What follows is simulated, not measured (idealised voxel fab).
A process module follows: voxel local oxidation.
Xsec cut, 285 nm wide, square cell size 5 nm.
Cross-section layout: square cells on a grid; listed as bands, top to bottom; a band spans one or more cell rows. Quick guide to a band line: top height, bottom height (nm) up front; then every material left to right with its width in nm. Only one material and it's marked "full width"? Then it fills the band edge to edge. And "blank" just means empty space. The reference from which all heights are counted is 0, the level beneath which the as-received wafer is entirely one material; the lowest band, having no lower bound, proceeds downward and is written after the example "0 nm and below". It should be noted that a width expressed as "30 to 40" varies in equal increments from row to row of cells within the band, taking the value of the first number at the top row and that of the second number at the bottom row. When a step is marked "no alteration", none of the cells in the cross-section changed during that step. Entry "closed voids". Content: empty spaces with no open connection to the top, size 8 cells or greater. Each: width x height at distance. Distance: from left edge. Unit: nm. It should be noted that, on the line of a given step, the content following the step's settings is a remark produced by the simulator itself with respect to that step. overlay nm: mask right of planned place by this much (step with mask). Neg. = left.
The process steps that were planned are listed below
1) RECEIVE: material Si
2) CONFORMAL_DEP: material SiO2, thk nm 5
3) CONFORMAL_DEP: material SiN, thk nm 10
4) MASKED_ETCH: tone cover, mask id ACTIVE, width nm 110, etch materials SiN, depth nm 10, overlay nm 0
5) SELECTIVE_ETCH: etch materials SiO2, depth nm 5
6) OXIDIZE: depth nm 15
7) STRIP: etch materials SiN
as received, after step 1
* 0 nm and below: Si full width
* closed voids: none
Cross-section: first of two wafers, module finished, run according to plan
* 5 nm to 0 nm: blank (90) / SiO2 (100) / blank (95)
* 0 nm to -15 nm: SiO2 (105) / Si (70) / SiO2 (110)
* -15 nm and below: Si full width
* closed voids: none
Cross-sectional view: second of two wafers, end of module; start and plan identical to the first, one mistake in running
* 5 nm to 0 nm: SiO2 (80) / blank (120) / SiO2 (85)
* 0 nm to -15 nm: Si (65) / SiO2 (150) / Si (70)
* -15 nm and below: Si full width
* closed voids: none
What went wrong in running the wafer? it should be noted that step 4 was executed with settings other than those planned, the operation and settings actually applied being MASKED_ETCH: tone open, mask id ACTIVE, width nm 110, etch materials SiN, depth nm 10, overlay nm 0
The final cell counts differ between the wafers, with the second having more or fewer of some materials than the first: Si +39; SiO2 -26
